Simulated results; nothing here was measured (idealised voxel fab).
Process module name: voxel wiring stack
Section cut is 260 nm wide and gridded with 5 nm square cells.
A cross-section is a grid of square cells, given in bands from the top down. A band is one or more rows of cells.
A band entry consists of two parts. The first gives the height of the band's top and the height of its bottom, in nm. The rest lists the band's materials from left to right, each with its width in nm. A single material labelled with the word "all across" fills the band from edge to edge, and the word "air" marks empty space.
Heads up on the height convention: 0 is the point under which the incoming wafer is all one material, and the lowest band has no bottom, it just keeps going down, like "0..down".
Per-row width for "30->40": begins at first number (top row of band), ends at second number (bottom row), increment between rows held constant.
Any step labelled "nothing altered" changed none of the cells in the cross-section.
Enclosed voids (no open way to top), threshold 8 cells or more, entry "Enclosed voids", notation width x height at distance, distance from left edge, nm.
If you see something after the settings on a step's line, that's the simulator's own remark about that step.
Regarding "overlay nm": on a step with a mask, it is the distance the mask lay to the right of its planned place; a negative value places it to the left.
**Planned step list for the process**
- 1: RECEIVE [material Si]
- 2: CONFORMAL_DEP [material SiO2] [thk nm 10]
- 3: CONFORMAL_DEP [material SiCN] [thk nm 5]
- 4: DIRECTIONAL_DEP [material SiO2] [thk nm 25]
- 5: MASKED_ETCH [tone open] [mask id METAL_1] [width nm 30] [pitch nm 55] [etch materials SiO2] [depth nm 25] [overlay nm 0]
- 6: MASKED_ETCH [tone open] [mask id METAL_1] [width nm 30] [pitch nm 55] [etch materials SiCN] [depth nm 5] [overlay nm 0]
- 7: CONFORMAL_DEP [material TiN] [thk nm 5]
- 8: FILL_DEP [material Cu] [thk nm 5]
- 9: CMP [height nm 40]
- 10: CONFORMAL_DEP [material SiCN] [thk nm 5]
- 11: DIRECTIONAL_DEP [material SiO2] [thk nm 35]
- 12: PATTERN [tone open] [mask id METAL_2_HOLES] [material resist] [width nm 15] [pitch nm 55] [thk nm 15] [overlay nm 0]
- 13: DIRECTIONAL_ETCH [etch materials SiO2] [depth nm 35]
- 14: STRIP [etch materials resist]
- 15: PATTERN [tone open] [mask id METAL_2] [material resist] [width nm 30] [pitch nm 55] [thk nm 20] [overlay nm 0]
- 16: DIRECTIONAL_ETCH [etch materials SiO2] [depth nm 20]
- 17: DIRECTIONAL_ETCH [etch materials SiCN] [depth nm 5]
- 18: STRIP [etch materials resist]
- 19: CONFORMAL_DEP [material TiN] [thk nm 5]
- 20: FILL_DEP [material Ru] [thk nm 5]
- 21: CMP [height nm 80]
- 22: CONFORMAL_DEP [material SiCN] [thk nm 5]
- 23: DIRECTIONAL_DEP [material SiO2] [thk nm 25]
- 24: PATTERN [tone open] [mask id METAL_3] [material resist] [width nm 30] [pitch nm 55] [thk nm 15] [overlay nm 0]
- 25: DIRECTIONAL_ETCH [etch materials SiO2] [depth nm 15]
- 26: STRIP [etch materials resist]
- 27: PATTERN [tone open] [mask id METAL_3_HOLES] [material resist] [width nm 15] [pitch nm 55] [thk nm 20] [overlay nm 0]
- 28: DIRECTIONAL_ETCH [etch materials SiO2] [depth nm 10]
- 29: DIRECTIONAL_ETCH [etch materials SiCN] [depth nm 5]
- 30: STRIP [etch materials resist]
- 31: CONFORMAL_DEP [material TiN] [thk nm 5]
- 32: FILL_DEP [material Ru] [thk nm 5]
- 33: CMP [height nm 110]
- 34: CONFORMAL_DEP [material SiCN] [thk nm 5]
**Here's what the wafer looked like in cross-section when it arrived - that's after step 1**
* 0..down: Si all across
* Enclosed voids: none
**Wafer cross-section at end of module: start and plan as shown above, one execution error**
* 115..110: TiN all across
* 110..100: SiO2=30; TiN=5; Ru=20; TiN=5; SiO2=25; TiN=5; Ru=20; TiN=5; SiO2=25; TiN=5; Ru=20; TiN=5; SiO2=25; TiN=5; Ru=20; TiN=5; SiO2=35
* 100..95: SiO2=30; TiN=5; Ru=5; TiN=20; SiO2=25; TiN=5; Ru=5; TiN=20; SiO2=25; TiN=5; Ru=5; TiN=20; SiO2=25; TiN=5; Ru=5; TiN=20; SiO2=35
* 95..85: SiO2=30; TiN=5; Ru=5; TiN=5; SiO2=40; TiN=5; Ru=5; TiN=5; SiO2=40; TiN=5; Ru=5; TiN=5; SiO2=40; TiN=5; Ru=5; TiN=5; SiO2=50
* 85..80: SiCN=30; TiN=15; SiCN=40; TiN=15; SiCN=40; TiN=15; SiCN=40; TiN=15; SiCN=50
* 80..65: SiO2=30; TiN=5; Ru=20; TiN=5; SiO2=25; TiN=5; Ru=20; TiN=5; SiO2=25; TiN=5; Ru=20; TiN=5; SiO2=25; TiN=5; Ru=20; TiN=5; SiO2=35
* 65..60: SiO2=30; TiN=5; Ru=5; TiN=20; SiO2=25; TiN=5; Ru=5; TiN=20; SiO2=25; TiN=5; Ru=5; TiN=20; SiO2=25; TiN=5; Ru=5; TiN=20; SiO2=35
* 60..45: SiO2=30; TiN=5; Ru=5; TiN=5; SiO2=40; TiN=5; Ru=5; TiN=5; SiO2=40; TiN=5; Ru=5; TiN=5; SiO2=40; TiN=5; Ru=5; TiN=5; SiO2=50
* 45..40: SiCN=30; TiN=15; SiCN=40; TiN=15; SiCN=40; TiN=15; SiCN=40; TiN=15; SiCN=50
* 40..15: SiO2=30; TiN=5; Cu=20; TiN=5; SiO2=25; TiN=5; Cu=20; TiN=5; SiO2=25; TiN=5; Cu=20; TiN=5; SiO2=25; TiN=5; Cu=20; TiN=5; SiO2=35
* 15..10: SiCN=30; TiN=30; SiCN=25; TiN=30; SiCN=25; TiN=30; SiCN=25; TiN=30; SiCN=35
* 10..0: SiO2 all across
* 0..down: Si all across
* Enclosed voids: none
It is concluded that the wafer was processed incorrectly with respect to the plan, in that contrary to plan, step 34 was performed as CONFORMAL_DEP [material TiN] [thk nm 5]
